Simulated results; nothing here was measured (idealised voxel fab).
The process module that follows is named voxel tone inversion.
Section cut is 275 nm wide and gridded with 5 nm square cells.
A cross-section is written here as square cells arranged in a grid, and it is given in bands from the top down, each band taking up one or more rows of cells. Per band: top height and bottom height in nm, followed by the left-to-right materials and their widths in nm; "everywhere" marks a single material spanning edge to edge, "blank" marks empty space. For the purposes of this specification, 0 denotes the height below which the wafer in its as-received condition is composed wholly of one material, and the lowermost band, lacking a lower limit, extends downward without end, as expressed in "top 0, no bottom". The width entry "30->40" should be interpreted row by row: the top row of cells in the band takes the first number, the bottom row takes the second number, and the change between adjacent rows is uniform throughout. The cross-section has no changed cell in any step marked "no change occurred". Each empty space that has no open way to the top and spans at least 8 cells appears under "Closed void list" as width x height at distance, the distance counted from the left edge, all in nm. Where a step's line continues beyond its settings, the continuation is a remark by the simulator itself on that step. "overlay nm" on a masked step: distance the mask lay right of its planned place, negative for left.

[So here's the lineup of process steps we planned]
| 1 | RECEIVE (material Si) |
| 2 | CONFORMAL_DEP (material SiCN; thk nm 5) |
| 3 | DIRECTIONAL_DEP (material aC; thk nm 25) |
| 4 | PATTERN (tone cover; mask id POSTS; material resist; width nm 25; pitch nm 55; thk nm 30; overlay nm 0) |
| 5 | DIRECTIONAL_ETCH (etch materials aC; depth nm 25) |
| 6 | STRIP (etch materials resist) |
| 7 | FILL_DEP (material SiO2; thk nm 10) |
| 8 | CMP (height nm 30) |
| 9 | STRIP (etch materials aC) |

[Cross-section of the incoming wafer, state after step 1]
- top 0, no bottom  Si everywhere
- Closed void list: none

[a wafer at the end: this start, this plan, one mistake]
- top 30, bottom 25  SiO2 everywhere
- top 25, bottom 0  SiO2 (40) / aC (25) / SiO2 (30) / aC (25) / SiO2 (30) / aC (25) / SiO2 (30) / aC (25) / SiO2 (45)
- top 0, no bottom  Si everywhere
- Closed void list: none
In executing the process, a mistake was made relative to the plan: step 2 from the plan never happened, it was just skipped
